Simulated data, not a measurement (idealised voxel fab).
You're looking at the process module voxel transistor to metal.
Square cell edge 5 nm, section width 140 nm, ID cut.
If you're reading a cross-section in this doc, picture square cells in a grid; it comes to you as bands, top ones listed first down to the bottom, and a band can be one or more rows of cells. This entry defines a band. It first specifies the height of the band's top and the height of its bottom in nm, and then specifies the band's materials from left to right, stating each material with its width in nm. The word "throughout" identifies a single material that fills the band from edge to edge, while the word "empty" identifies empty space. The level at which height equals 0 is the one under which the wafer, as it arrives, is entirely one material. No lower edge exists for the bottom band, which continues downward and is notated as in "0 nm and below". It should be noted that a width expressed as "30 to 40" varies in equal increments from row to row of cells within the band, taking the value of the first number at the top row and that of the second number at the bottom row. "everything unchanged" for a step: no cell of the cross-section changed in that step. This entry, "Trapped void list", enumerates those empty regions of no fewer than 8 cells that possess no open connection to the top. Each region is reported in the form width x height at distance, the distance being taken from the left edge, with all three quantities expressed in nm. What comes after the settings on a step's line is commentary from the simulator itself on that step. overlay nm: for a step with a mask, the amount by which the mask lay right of where it was planned; a negative amount means left of it.

PLANNED PROCESS STEPS
1. RECEIVE [material Si]
2. CONFORMAL_DEP [material SiO2] [thk nm 5]
3. CONFORMAL_DEP [material SiN] [thk nm 10]
4. PATTERN [tone cover] [mask id ACTIVE] [material resist] [width nm 100] [thk nm 15] [overlay nm 0]
5. DIRECTIONAL_ETCH [etch materials SiN] [depth nm 10]
6. DIRECTIONAL_ETCH [etch materials SiO2] [depth nm 5]
7. DIRECTIONAL_ETCH [etch materials Si] [depth nm 35]
8. STRIP [etch materials resist]
9. FILL_DEP [material SiO2] [thk nm 10]
10. CMP [height nm 15]
11. SELECTIVE_ETCH [etch materials SiO2] [depth nm 5]
12. STRIP [etch materials SiN]
13. SELECTIVE_ETCH [etch materials SiO2] [depth nm 5]
14. OXIDIZE [depth nm 5]
15. DIRECTIONAL_DEP [material polySi] [thk nm 20]
16. DIRECTIONAL_DEP [material SiCN] [thk nm 10]
17. PATTERN [tone cover] [mask id GATE] [material resist] [width nm 30] [thk nm 20] [overlay nm -15]
18. DIRECTIONAL_ETCH [etch materials SiCN] [depth nm 20]
19. DIRECTIONAL_ETCH [etch materials polySi] [depth nm 30]
20. STRIP [etch materials resist]
21. CONFORMAL_DEP [material SiO2] [thk nm 5]
22. DIRECTIONAL_ETCH [etch materials SiO2] [depth nm 5]
23. CONFORMAL_DEP [material SiN] [thk nm 10]
24. DIRECTIONAL_ETCH [etch materials SiN] [depth nm 10]
25. DIRECTIONAL_ETCH [etch materials SiO2] [depth nm 5]
26. DIRECTIONAL_ETCH [etch materials Si] [depth nm 15]
27. EPI [material nSi] [thk nm 15]
28. FILL_DEP [material SiO2] [thk nm 10]
29. CMP [height nm 20]
30. STRIP [etch materials polySi]
31. SELECTIVE_ETCH [etch materials SiO2] [depth nm 5]
32. CONFORMAL_DEP [material HfO2] [thk nm 5]
33. CONFORMAL_DEP [material TiN] [thk nm 5]
34. FILL_DEP [material W] [thk nm 10]
35. CMP [height nm 15]
36. DIRECTIONAL_DEP [material SiO2] [thk nm 10]
37. MASKED_ETCH [tone open] [mask id CONTACT] [width nm 15] [pitch nm 75] [etch materials SiO2] [depth nm 15] [overlay nm 0]
38. CONFORMAL_DEP [material TiN] [thk nm 5]
39. FILL_DEP [material Ru] [thk nm 10]
40. CMP [height nm 25]
41. DIRECTIONAL_DEP [material TiN] [thk nm 5]
42. DIRECTIONAL_DEP [material Ru] [thk nm 25]
43. MASKED_ETCH [tone cover] [mask id METAL_1] [width nm 15] [pitch nm 75] [etch materials Ru] [depth nm 25] [overlay nm 0]
44. MASKED_ETCH [tone cover] [mask id METAL_1] [width nm 15] [pitch nm 75] [etch materials TiN] [depth nm 5] [overlay nm 0]
45. FILL_DEP [material lowk] [thk nm 5]
46. CMP [height nm 55]
47. CONFORMAL_DEP [material SiCN] [thk nm 5]
48. DIRECTIONAL_DEP [material SiO2] [thk nm 30]
49. DIRECTIONAL_DEP [material aC] [thk nm 15]
50. PATTERN [tone open] [mask id METAL_2] [material resist] [width nm 15] [pitch nm 75] [thk nm 35] [overlay nm 0]
51. DIRECTIONAL_ETCH [etch materials aC] [depth nm 15]
52. STRIP [etch materials resist]
53. DIRECTIONAL_ETCH [etch materials SiO2] [depth nm 15]
54. STRIP [etch materials aC]
55. PATTERN [tone open] [mask id METAL_2_HOLES] [material resist] [width nm 15] [pitch nm 75] [thk nm 20] [overlay nm 0]
56. DIRECTIONAL_ETCH [etch materials SiO2] [depth nm 15]
57. DIRECTIONAL_ETCH [etch materials SiCN] [depth nm 5]
58. STRIP [etch materials resist]
59. CONFORMAL_DEP [material TiN] [thk nm 5]
60. FILL_DEP [material Cu] [thk nm 5]
61. CMP [height nm 90]
62. CONFORMAL_DEP [material SiN] [thk nm 5]
Don't read the plan's overlay nm for step 17 as applying to every wafer: that's the first wafer's value, and the wafers differ in it, though they all start identical.

FIRST OF SEVERAL WAFERS, RECEIVED AFTER STEP 1, IN CROSS-SECTION
- 0 nm and below = Si throughout
- Trapped void list: none

END OF MODULE, BY WAFER: MATERIAL-BY-MATERIAL CELL GAIN (+) OR LOSS (-) SINCE RECEIPT, THEN CLOSED VOIDS
overlay nm -15 | +12 Cu | +14 HfO2 | +33 Ru | -91 Si | +22 SiCN | +43 SiN | +270 SiO2 | +58 TiN | +8 W | +132 lowk | +31 nSi | Trapped void list: none
overlay nm -10 | +12 Cu | +14 HfO2 | +33 Ru | -88 Si | +22 SiCN | +44 SiN | +271 SiO2 | +59 TiN | +8 W | +132 lowk | +25 nSi | Trapped void list: none
overlay nm -5 | +12 Cu | +14 HfO2 | +33 Ru | -88 Si | +22 SiCN | +44 SiN | +269 SiO2 | +60 TiN | +8 W | +132 lowk | +26 nSi | Trapped void list: none
overlay nm 0 | +12 Cu | +14 HfO2 | +34 Ru | -88 Si | +22 SiCN | +44 SiN | +268 SiO2 | +60 TiN | +8 W | +132 lowk | +26 nSi | Trapped void list: none
overlay nm 5 | +12 Cu | +14 HfO2 | +33 Ru | -88 Si | +22 SiCN | +44 SiN | +269 SiO2 | +60 TiN | +8 W | +132 lowk | +26 nSi | Trapped void list: none
overlay nm 10 | +12 Cu | +14 HfO2 | +33 Ru | -88 Si | +22 SiCN | +44 SiN | +271 SiO2 | +59 TiN | +8 W | +132 lowk | +25 nSi | Trapped void list: none
overlay nm 15 | +12 Cu | +14 HfO2 | +33 Ru | -91 Si | +22 SiCN | +43 SiN | +270 SiO2 | +58 TiN | +8 W | +132 lowk | +31 nSi | Trapped void list: none
